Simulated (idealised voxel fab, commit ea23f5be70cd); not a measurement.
The document below concerns the process module designated voxel self aligned contacts.
The figure presents cross-section cut, which has a width of 300 nm and is divided into square cells with an edge length of 5 nm.
A cross-section is a grid of square cells, given in bands from the top down. A band is one or more rows of cells.
This entry defines a band. It first specifies the height of the band's top and the height of its bottom in nm, and then specifies the band's materials from left to right, stating each material with its width in nm. The word "edge to edge" identifies a single material that fills the band from edge to edge, while the word "air" identifies empty space.
Heights are reckoned from 0. Under this level, the received wafer is all of one material. The bottommost band is open-ended downward, for example "z 0 and below".
A two-number width, for instance "30->40", indicates that the width is equal to the first number in the top row of the band and to the second number in the bottom row, and that it changes by a constant amount per row of cells.
Basically "no alteration" means that step didn't change any cell in the cross-section.
The label "Sealed void inventory" introduces a list of the empty spaces, 8 cells or larger, that have no open way up to the top; each entry in it reads width x height at distance, where the distance is taken from the left edge and all three are stated in nm.
Formally, on a step line, whatever follows the settings is a remark that the simulator itself makes on the step.
overlay nm: mask right of planned place by this much (step with mask). Neg. = left.
So here's the lineup of process steps we planned:
1: RECEIVE [material Si]
2: CONFORMAL_DEP [material SiO2] [thk nm 5]
3: DIRECTIONAL_DEP [material polySi] [thk nm 25]
4: DIRECTIONAL_DEP [material SiN] [thk nm 20]
5: DIRECTIONAL_DEP [material aC] [thk nm 10]
6: PATTERN [tone cover] [mask id GATE] [material resist] [width nm 25] [pitch nm 55] [thk nm 30] [overlay nm 0]
7: DIRECTIONAL_ETCH [etch materials aC] [depth nm 10]
8: STRIP [etch materials resist]
9: DIRECTIONAL_ETCH [etch materials SiN] [depth nm 20]
10: DIRECTIONAL_ETCH [etch materials polySi] [depth nm 25]
11: STRIP [etch materials aC]
12: CONFORMAL_DEP [material SiN] [thk nm 5]
13: DIRECTIONAL_ETCH [etch materials SiN] [depth nm 5]
14: FILL_DEP [material SiO2] [thk nm 10]
15: CMP [height nm 55]
16: MASKED_ETCH [tone open] [mask id CONTACT] [width nm 40] [pitch nm 55] [etch materials SiO2] [depth nm 55] [overlay nm 0]
17: CONFORMAL_DEP [material TiN] [thk nm 5]
18: FILL_DEP [material W] [thk nm 5]
19: CMP [height nm 55]
20: CONFORMAL_DEP [material SiCN] [thk nm 5]
Cross-section of the wafer at receipt, which is the condition after step 1:
- z 0 and below  Si edge to edge
- Sealed void inventory: none
This is how the wafer looks in cross-section once the module is done, given the starting state and plan above and one mistake in carrying the plan out:
- z 60 to 55  SiCN edge to edge
- z 55 to 50  SiO2 (100); TiN (25); W (10); TiN (5); SiO2 (15); TiN (25); W (10); TiN (5); SiO2 (105)
- z 50 to 30  SiO2 (85); SiN (35); TiN (5); W (10); TiN (5); SiN (35); TiN (5); W (10); TiN (5); SiN (35); SiO2 (70)
- z 30 to 5  SiO2 (85); SiN (5); polySi (25); SiN (5); TiN (5); W (10); TiN (5); SiN (5); polySi (25); SiN (5); TiN (5); W (10); TiN (5); SiN (5); polySi (25); SiN (5); SiO2 (70)
- z 5 to 0  SiO2 (120); TiN (20); SiO2 (35); TiN (20); SiO2 (105)
- z 0 and below  Si edge to edge
- Sealed void inventory: none
Which mistake was made when the wafer was run? the process deviated at step 6: the operation and settings actually run there were PATTERN [tone cover] [mask id GATE] [material resist] [width nm 25] [pitch nm 55] [thk nm 30] [overlay nm 10]
